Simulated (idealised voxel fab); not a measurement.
voxel capacitor over wiring: a process module
Shown is cross-section cut, with a width of 240 nm and square cells of size 5 nm.
Notation: cross-section as square-cell grid; stated in bands, top first, going down; one or more cell rows per band. Quick guide to a band line: top height, bottom height (nm) up front; then every material left to right with its width in nm. Only one material and it's marked "all across"? Then it fills the band edge to edge. And "blank" just means empty space. Ref level 0: as-received wafer is one material below here. Bottom band extends down with no lower bound ("z 0 and below"). Think of "30 to 40" as a width that walks from the first number to the second as you go down the band, top row to bottom row, taking equal-sized steps from row to row. Any step labelled "identical to before" changed none of the cells in the cross-section. If an empty space has no open way to the top and is at least 8 cells in size, "Entrapped void list" lists it, written width x height at distance, where distance is measured from the left edge and every value is in nm. Read whatever lies past the settings on a step's line as the simulator's own remark about the step. "overlay nm" on a masked step: distance the mask lay right of its planned place, negative for left. Pairs from here to the end. Each: cross-section before one process step, cross-section after it, the latter only as far down as the lowest band that changed. Under each: the step between, and its settings. Mind that the pairs may be taken from different runs of this module on the same starting wafer; whether a pair continues from the pair above depends on its entry headed "Pre-processing view", and it does only where that entry says so.
## Pre-processing view
> z 30 to 15 | lowk (65), then TiN (5), then Cu (10), then TiN (5), then lowk (65), then TiN (5), then Cu (10), then TiN (5), then lowk (70)
> z 15 to 10 | SiCN (65), then TiN (20), then SiCN (65), then TiN (20), then SiCN (70)
> z 10 to 0 | SiN all across
> z 0 and below | Si all across
> Entrapped void list: none
## Post-Process View
> z 35 to 30 | blank (60), then Ru (30), then blank (55), then Ru (30), then blank (65)
> Below 30 it's all the same as before, nothing changed down there.
> Entrapped void list: none
Which operation links the two cross-sections above? EPI: material Ru, thk nm 5
Pre-processing view: check the pair just above; its after cross-section is our before state.
## Post-Process View
> z 40 to 35 | SiCN all across
> z 35 to 30 | SiCN (60), then Ru (30), then SiCN (55), then Ru (30), then SiCN (65)
> Below 30 it's all the same as before, nothing changed down there.
> Entrapped void list: none
Which operation links the two cross-sections above? FILL_DEP: material SiCN, thk nm 5
Pre-processing view: check the pair just above; its after cross-section is our before state.
## Post-Process View
> z 50 to 40 | SiO2 all across
> Below 40 it's all the same as before, nothing changed down there.
> Entrapped void list: none
Which operation links the two cross-sections above? DIRECTIONAL_DEP: material SiO2, thk nm 10
Pre-processing view: check the pair just above; its after cross-section is our before state.
## Post-Process View
> z 50 to 40 | SiO2 (70), then blank (15), then SiO2 (155)
> Below 40 it's all the same as before, nothing changed down there.
> Entrapped void list: none
Which operation links the two cross-sections above? MASKED_ETCH: tone open, mask id PLUG_1, width nm 15, etch materials SiO2, depth nm 10, overlay nm 0
Pre-processing view: check the pair just above; its after cross-section is our before state.
## Post-Process View
> z 50 to 40 | SiO2 (70), then blank (15), then SiO2 (155)
> z 40 to 35 | SiCN (70), then blank (15), then SiCN (155)
> Below 35 it's all the same as before, nothing changed down there.
> Entrapped void list: none
Which operation links the two cross-sections above? MASKED_ETCH: tone open, mask id PLUG_1, width nm 15, etch materials SiCN, depth nm 5, overlay nm 0
Pre-processing view: check the pair just above; its after cross-section is our before state.
## Post-Process View
> z 55 to 50 | TiN (75), then blank (5), then TiN (160)
> z 50 to 40 | SiO2 (70), then TiN (5), then blank (5), then TiN (5), then SiO2 (155)
> z 40 to 35 | SiCN (70), then TiN (15), then SiCN (155)
> Below 35 it's all the same as before, nothing changed down there.
> Entrapped void list: none
Which operation links the two cross-sections above? CONFORMAL_DEP: material TiN, thk nm 5
Pre-processing view: check the pair just above; its after cross-section is our before state.
## Post-Process View
> z 65 to 55 | Ru all across
> z 55 to 50 | TiN (75), then Ru (5), then TiN (160)
> z 50 to 40 | SiO2 (70), then TiN (5), then Ru (5), then TiN (5), then SiO2 (155)
> Below 40 it's all the same as before, nothing changed down there.
> Entrapped void list: none
Which operation links the two cross-sections above? FILL_DEP: material Ru, thk nm 10
Pre-processing view: check the pair just above; its after cross-section is our before state.
## Post-Process View
> z 50 to 40 | SiO2 (70), then TiN (5), then Ru (5), then TiN (5), then SiO2 (155)
> Below 40 it's all the same as before, nothing changed down there.
> Entrapped void list: none
Which operation links the two cross-sections above? CMP: height nm 50
Pre-processing view: check the pair just above; its after cross-section is our before state.
## Post-Process View
> z 55 to 50 | TiN all across
> Below 50 it's all the same as before, nothing changed down there.
> Entrapped void list: none
Which operation links the two cross-sections above? DIRECTIONAL_DEP: material TiN, thk nm 5
Pre-processing view: check the pair just above; its after cross-section is our before state.
## Post-Process View
> z 60 to 55 | Al2O3 all across
> Below 55 it's all the same as before, nothing changed down there.
> Entrapped void list: none
Which operation links the two cross-sections above? DIRECTIONAL_DEP: material Al2O3, thk nm 5
Pre-processing view: check the pair just above; its after cross-section is our before state.
## Post-Process View
> z 65 to 60 | TiN all across
> Below 60 it's all the same as before, nothing changed down there.
> Entrapped void list: none
Which operation links the two cross-sections above? DIRECTIONAL_DEP: material TiN, thk nm 5
Pre-processing view: check the pair just above; its after cross-section is our before state.
## Post-Process View
> z 85 to 65 | blank (70), then resist (70), then blank (100)
> Below 65 it's all the same as before, nothing changed down there.
> Entrapped void list: none
Which operation links the two cross-sections above? PATTERN: tone cover, mask id UPPER_PLATE, material resist, width nm 70, thk nm 20, overlay nm 0
Pre-processing view: check the pair just above; its after cross-section is our before state.
## Post-Process View
> z 85 to 65 | blank (70), then resist (70), then blank (100)
> z 65 to 60 | blank (70), then TiN (70), then blank (100)
> Below 60 it's all the same as before, nothing changed down there.
> Entrapped void list: none
Which operation links the two cross-sections above? DIRECTIONAL_ETCH: etch materials TiN, depth nm 5
Pre-processing view: check the pair just above; its after cross-section is our before state.
## Post-Process View
> z 85 to 65 | blank (70), then resist (70), then blank (100)
> z 65 to 60 | blank (70), then TiN (70), then blank (100)
> z 60 to 55 | blank (70), then Al2O3 (70), then blank (100)
> Below 55 it's all the same as before, nothing changed down there.
> Entrapped void list: none
Which operation links the two cross-sections above? DIRECTIONAL_ETCH: etch materials Al2O3, depth nm 5
Pre-processing view: check the pair just above; its after cross-section is our before state.
## Post-Process View
> z 65 to 60 | blank (70), then TiN (70), then blank (100)
> Below 60 it's all the same as before, nothing changed down there.
> Entrapped void list: none
Which operation links the two cross-sections above? STRIP: etch materials resist
Pre-processing view: check the pair just above; its after cross-section is our before state.
## Post-Process View
> z 65 to 60 | blank (70), then TiN (70), then blank (100)
> z 60 to 55 | blank (70), then Al2O3 (70), then blank (100)
> z 55 to 50 | blank (65), then TiN (80), then blank (95)
> Below 50 it's all the same as before, nothing changed down there.
> Entrapped void list: none
Which operation links the two cross-sections above? MASKED_ETCH: tone cover, mask id LOWER_PLATE, width nm 80, etch materials TiN, depth nm 5, overlay nm 0
Pre-processing view: check the pair just above; its after cross-section is our before state.
## Post-Process View
> z 85 to 65 | SiO2 all across
> z 65 to 60 | SiO2 (70), then TiN (70), then SiO2 (100)
> z 60 to 55 | SiO2 (70), then Al2O3 (70), then SiO2 (100)
> z 55 to 50 | SiO2 (65), then TiN (80), then SiO2 (95)
> Below 50 it's all the same as before, nothing changed down there.
> Entrapped void list: none
Which operation links the two cross-sections above? FILL_DEP: material SiO2, thk nm 20
Pre-processing view: check the pair just above; its after cross-section is our before state.
## Post-Process View
> z 80 to 65 | SiO2 all across
> Below 65 it's all the same as before, nothing changed down there.
> Entrapped void list: none
Which operation links the two cross-sections above? CMP: height nm 80
Pre-processing view: check the pair just above; its after cross-section is our before state.
## Post-Process View
> z 100 to 80 | resist (80), then blank (15), then resist (145)
> Below 80 it's all the same as before, nothing changed down there.
> Entrapped void list: none
Which operation links the two cross-sections above? PATTERN: tone open, mask id PLUG_2, material resist, width nm 15, thk nm 20, overlay nm 0
Pre-processing view: check the pair just above; its after cross-section is our before state.
## Post-Process View
> z 100 to 80 | resist (80), then blank (15), then resist (145)
> z 80 to 65 | SiO2 (80), then blank (15), then SiO2 (145)
> Below 65 it's all the same as before, nothing changed down there.
> Entrapped void list: none
Which operation links the two cross-sections above? DIRECTIONAL_ETCH: etch materials SiO2, depth nm 15
Pre-processing view: check the pair just above; its after cross-section is our before state.
## Post-Process View
> z 80 to 65 | SiO2 (80), then blank (15), then SiO2 (145)
> Below 65 it's all the same as before, nothing changed down there.
> Entrapped void list: none
Which operation links the two cross-sections above? STRIP: etch materials resist
Pre-processing view: check the pair just above; its after cross-section is our before state.
## Post-Process View
> z 85 to 80 | TiN (85), then blank (5), then TiN (150)
> z 80 to 70 | SiO2 (80), then TiN (5), then blank (5), then TiN (5), then SiO2 (145)
> z 70 to 60 | SiO2 (80 to 70), then TiN (15 to 70), then SiO2 (145 to 100)
> Below 60 it's all the same as before, nothing changed down there.
> Entrapped void list: none
Which operation links the two cross-sections above? CONFORMAL_DEP: material TiN, thk nm 5
Pre-processing view: check the pair just above; its after cross-section is our before state.
## Post-Process View
> z 90 to 85 | Ru all across
> z 85 to 80 | TiN (85), then Ru (5), then TiN (150)
> z 80 to 70 | SiO2 (80), then TiN (5), then Ru (5), then TiN (5), then SiO2 (145)
> Below 70 it's all the same as before, nothing changed down there.
> Entrapped void list: none
Which operation links the two cross-sections above? FILL_DEP: material Ru, thk nm 5
Pre-processing view: check the pair just above; its after cross-section is our before state.
## Post-Process View
> z 80 to 70 | SiO2 (80), then TiN (5), then Ru (5), then TiN (5), then SiO2 (145)
> Below 70 it's all the same as before, nothing changed down there.
> Entrapped void list: none
Which operation links the two cross-sections above? CMP: height nm 80
Pre-processing view: check the pair just above; its after cross-section is our before state.
## Post-Process View
> z 85 to 80 | SiN all across
> Below 80 it's all the same as before, nothing changed down there.
> Entrapped void list: none
Which operation links the two cross-sections above? CONFORMAL_DEP: material SiN, thk nm 5
## Pre-processing view
> z 65 to 60 | blank (70), then TiN (70), then blank (100)
> z 60 to 55 | blank (70), then Al2O3 (70), then blank (100)
> z 55 to 50 | TiN all across
> z 50 to 40 | SiO2 (70), then TiN (5), then Ru (5), then TiN (5), then SiO2 (155)
> z 40 to 35 | SiCN (70), then TiN (15), then SiCN (155)
> z 35 to 30 | SiCN (60), then Ru (30), then SiCN (55), then Ru (30), then SiCN (65)
> z 30 to 15 | lowk (65), then TiN (5), then Cu (10), then TiN (5), then lowk (65), then TiN (5), then Cu (10), then TiN (5), then lowk (70)
> z 15 to 10 | SiCN (65), then TiN (20), then SiCN (65), then TiN (20), then SiCN (70)
> z 10 to 0 | SiO2 all across
> z 0 and below | Si all across
> Entrapped void list: none
## Post-Process View
> z 60 to 55 | blank (70), then Al2O3 (70), then blank (100)
> z 55 to 50 | TiN (65), then blank (5), then TiN (70), then blank (5), then TiN (95)
> Below 50 it's all the same as before, nothing changed down there.
> Entrapped void list: none
Which operation links the two cross-sections above? MASKED_ETCH: tone open, mask id LOWER_PLATE, width nm 80, etch materials TiN, depth nm 5, overlay nm 0
Pre-processing view: check the pair just above; its after cross-section is our before state.
## Post-Process View
> z 80 to 60 | SiO2 all across
> z 60 to 55 | SiO2 (70), then Al2O3 (70), then SiO2 (100)
> z 55 to 50 | TiN (65), then SiO2 (5), then TiN (70), then SiO2 (5), then TiN (95)
> Below 50 it's all the same as before, nothing changed down there.
> Entrapped void list: none
Which operation links the two cross-sections above? FILL_DEP: material SiO2, thk nm 20
Pre-processing view: check the pair just above; its after cross-section is our before state.
## Post-Process View
> z 100 to 80 | resist (80), then blank (15), then resist (145)
> Below 80 it's all the same as before, nothing changed down there.
> Entrapped void list: none
Which operation links the two cross-sections above? PATTERN: tone open, mask id PLUG_2, material resist, width nm 15, thk nm 20, overlay nm 0
Pre-processing view: check the pair just above; its after cross-section is our before state.
## Post-Process View
> z 100 to 80 | resist (80), then blank (15), then resist (145)
> z 80 to 65 | SiO2 (80), then blank (15), then SiO2 (145)
> Below 65 it's all the same as before, nothing changed down there.
> Entrapped void list: none
Which operation links the two cross-sections above? DIRECTIONAL_ETCH: etch materials SiO2, depth nm 15
Pre-processing view: check the pair just above; its after cross-section is our before state.
## Post-Process View
> z 80 to 65 | SiO2 (80), then blank (15), then SiO2 (145)
> Below 65 it's all the same as before, nothing changed down there.
> Entrapped void list: none
Which operation links the two cross-sections above? STRIP: etch materials resist
Pre-processing view: check the pair just above; its after cross-section is our before state.
## Post-Process View
> z 85 to 80 | TiN (85), then blank (5), then TiN (150)
> z 80 to 70 | SiO2 (80), then TiN (5), then blank (5), then TiN (5), then SiO2 (145)
> z 70 to 65 | SiO2 (80), then TiN (15), then SiO2 (145)
> Below 65 it's all the same as before, nothing changed down there.
> Entrapped void list: none
Which operation links the two cross-sections above? CONFORMAL_DEP: material TiN, thk nm 5
Pre-processing view: check the pair just above; its after cross-section is our before state.
## Post-Process View
> z 90 to 85 | Ru all across
> z 85 to 80 | TiN (85), then Ru (5), then TiN (150)
> z 80 to 70 | SiO2 (80), then TiN (5), then Ru (5), then TiN (5), then SiO2 (145)
> Below 70 it's all the same as before, nothing changed down there.
> Entrapped void list: none
Which operation links the two cross-sections above? FILL_DEP: material Ru, thk nm 5
Pre-processing view: check the pair just above; its after cross-section is our before state.
## Post-Process View
> z 80 to 70 | SiO2 (80), then TiN (5), then Ru (5), then TiN (5), then SiO2 (145)
> Below 70 it's all the same as before, nothing changed down there.
> Entrapped void list: none
Which operation links the two cross-sections above? CMP: height nm 80
Pre-processing view: check the pair just above; its after cross-section is our before state.
## Post-Process View
> z 85 to 80 | SiN all across
> Below 80 it's all the same as before, nothing changed down there.
> Entrapped void list: none
Which operation links the two cross-sections above? CONFORMAL_DEP: material SiN, thk nm 5
